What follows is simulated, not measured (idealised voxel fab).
Process module name: voxel tone inversion
FYI the section here is cut, 190 nm wide, cells are 5 nm squares.
Throughout this document, each cross-section is represented as a grid of square cells and is presented as a sequence of bands enumerated from the top downward, where a band comprises one or more rows of cells. Quick guide to a band line: top height, bottom height (nm) up front; then every material left to right with its width in nm. Only one material and it's marked "full width"? Then it fills the band edge to edge. And "blank" just means empty space. The reference from which all heights are counted is 0, the level beneath which the as-received wafer is entirely one material; the lowest band, having no lower bound, proceeds downward and is written after the example "0 and below". When a width is written as two numbers, as in "30 to 40", the first number is the width in the top row of cells of the band and the second is the width in its bottom row, and the width changes by the same amount from each row to the next. You'll sometimes find "left unchanged" written for a step, and that's the way of saying that nowhere in the cross-section did a cell change during that step. You'll see "Closed void register" listing empty spaces that have no way open to the top, as long as they're 8 cells or more; the notation is width x height at distance, where the distance is from the left edge, and all of it is in nm. If you see something after the settings on a step's line, that's the simulator's own remark about that step. "overlay nm", when on a step's line for a step with a mask, measures how far to the right of its planned place the mask lay; a negative measure means to the left.

List of planned process steps
- 1: RECEIVE, material Si
- 2: CONFORMAL_DEP, material SiN, thk nm 10
- 3: DIRECTIONAL_DEP, material polySi, thk nm 25
- 4: PATTERN, tone cover, mask id POSTS, material resist, width nm 15, pitch nm 30, thk nm 30, overlay nm -15
- 5: DIRECTIONAL_ETCH, etch materials polySi, depth nm 25
- 6: STRIP, etch materials resist
- 7: FILL_DEP, material SiO2, thk nm 10
- 8: CMP, height nm 35
- 9: STRIP, etch materials polySi
- 10: CONFORMAL_DEP, material TiN, thk nm 5
- 11: FILL_DEP, material W, thk nm 5
- 12: CMP, height nm 35
- 13: CONFORMAL_DEP, material SiN, thk nm 5
The overlay nm used in step 4 is not the same on every wafer, whereas the starting condition is; the value printed in the plan is the first wafer's.

Here's the first of the wafers in cross-section, just as we got it, i.e. after step 1
	0 and below  Si full width
	Closed void register: none

After the module's final step, step 13: the first of several wafers in cross-section
	40 down to 35  SiN full width
	35 down to 15  40 nm SiO2, then 5 nm TiN, then 5 nm W, then 5 nm TiN, then 15 nm SiO2, then 5 nm TiN, then 5 nm W, then 5 nm TiN, then 15 nm SiO2, then 5 nm TiN, then 5 nm W, then 5 nm TiN, then 75 nm SiO2
	15 down to 10  40 nm SiO2, then 15 nm TiN, then 15 nm SiO2, then 15 nm TiN, then 15 nm SiO2, then 15 nm TiN, then 75 nm SiO2
	10 down to 0  SiN full width
	0 and below  Si full width
	Closed void register: none

So this is the cross-section on the last wafer at the end of the module
	40 down to 35  SiN full width
	35 down to 15  70 nm SiO2, then 5 nm TiN, then 5 nm W, then 5 nm TiN, then 15 nm SiO2, then 5 nm TiN, then 5 nm W, then 5 nm TiN, then 15 nm SiO2, then 5 nm TiN, then 5 nm W, then 5 nm TiN, then 45 nm SiO2
	15 down to 10  70 nm SiO2, then 15 nm TiN, then 15 nm SiO2, then 15 nm TiN, then 15 nm SiO2, then 15 nm TiN, then 45 nm SiO2
	10 down to 0  SiN full width
	0 and below  Si full width
	Closed void register: none

Where each wafer stands at the end of the module, a row apiece: cells of each material gained (+) or lost (-) since it was received, then closed voids
overlay nm -15, +114 SiN, +145 SiO2, +33 TiN, +12 W, Closed void register: none
overlay nm -10, +114 SiN, +145 SiO2, +33 TiN, +12 W, Closed void register: none
overlay nm -5, +114 SiN, +145 SiO2, +33 TiN, +12 W, Closed void register: none
overlay nm 0, +114 SiN, +145 SiO2, +33 TiN, +12 W, Closed void register: none
overlay nm 5, +114 SiN, +145 SiO2, +33 TiN, +12 W, Closed void register: none
overlay nm 10, +114 SiN, +145 SiO2, +33 TiN, +12 W, Closed void register: none
overlay nm 15, +114 SiN, +145 SiO2, +33 TiN, +12 W, Closed void register: none
